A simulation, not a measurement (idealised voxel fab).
Process module, titled voxel tone inversion
Square cells of 5 nm make up the cross-section cut, whose width is 280 nm.
In this document a cross-section is written as a grid of square cells. It is given as a series of bands, listed from the top down, and a band is one or more rows of cells.
Band: top height; bottom height; in nm. Then, left to right: material with width in nm, for each material. "full width": a single material spanning edge to edge. "air": empty space.
Height reference: 0 = level under which incoming wafer is all one material. Lowest band: no bottom, runs on downward, e.g. "z 0 and below".
So if you see something like "30..40" for the width, read it as the top row of the band sitting at the first number and the bottom row at the second, with every row in between moving by the same amount as the last.
For the purposes of this document, the phrase "everything unchanged" attached to a step denotes that no cell within the cross-section was modified by that step.
What "Voids, sealed" gives you is every empty space of 8 cells or more that is cut off from the top. Each appears as width x height at distance, with the distance taken from the left edge and width, height and distance all in nm.
The remark found on a step's line after its settings is issued by the simulator itself and pertains to that step.
overlay nm: for a step with a mask, the amount by which the mask lay right of where it was planned; a negative amount means left of it.
Listed below are the process steps as planned:
1) op RECEIVE | material Si
2) op CONFORMAL_DEP | material SiN | thk nm 10
3) op DIRECTIONAL_DEP | material aC | thk nm 20
4) op PATTERN | tone cover | mask id POSTS | material resist | width nm 20 | pitch nm 40 | thk nm 30 | overlay nm 0
5) op DIRECTIONAL_ETCH | etch materials aC | depth nm 20
6) op STRIP | etch materials resist
7) op FILL_DEP | material lowk | thk nm 5
8) op CMP | height nm 30
9) op STRIP | etch materials aC
10) op CONFORMAL_DEP | material TiN | thk nm 5
11) op FILL_DEP | material Ru | thk nm 5
12) op CMP | height nm 30
13) op CONFORMAL_DEP | material SiCN | thk nm 5
Cross-section of the wafer as it came to us, i.e., already through step 1:
  z 0 and below  Si full width
  Voids, sealed: none
Result of the module, cross-sectioned: start per above, plan per above, one error in how it was run:
  z 35 to 30  SiCN full width
  z 30 to 15  lowk=95, then TiN=5, then Ru=10, then TiN=5, then lowk=20, then TiN=5, then Ru=10, then TiN=5, then lowk=20, then TiN=5, then Ru=10, then TiN=5, then lowk=85
  z 15 to 10  lowk=95, then TiN=20, then lowk=20, then TiN=20, then lowk=20, then TiN=20, then lowk=85
  z 10 to 0  SiN full width
  z 0 and below  Si full width
  Voids, sealed: none
Want to know what went wrong? the process deviated at step 4: the operation and settings actually run there were op PATTERN | tone cover | mask id POSTS | material resist | width nm 20 | pitch nm 40 | thk nm 30 | overlay nm 5
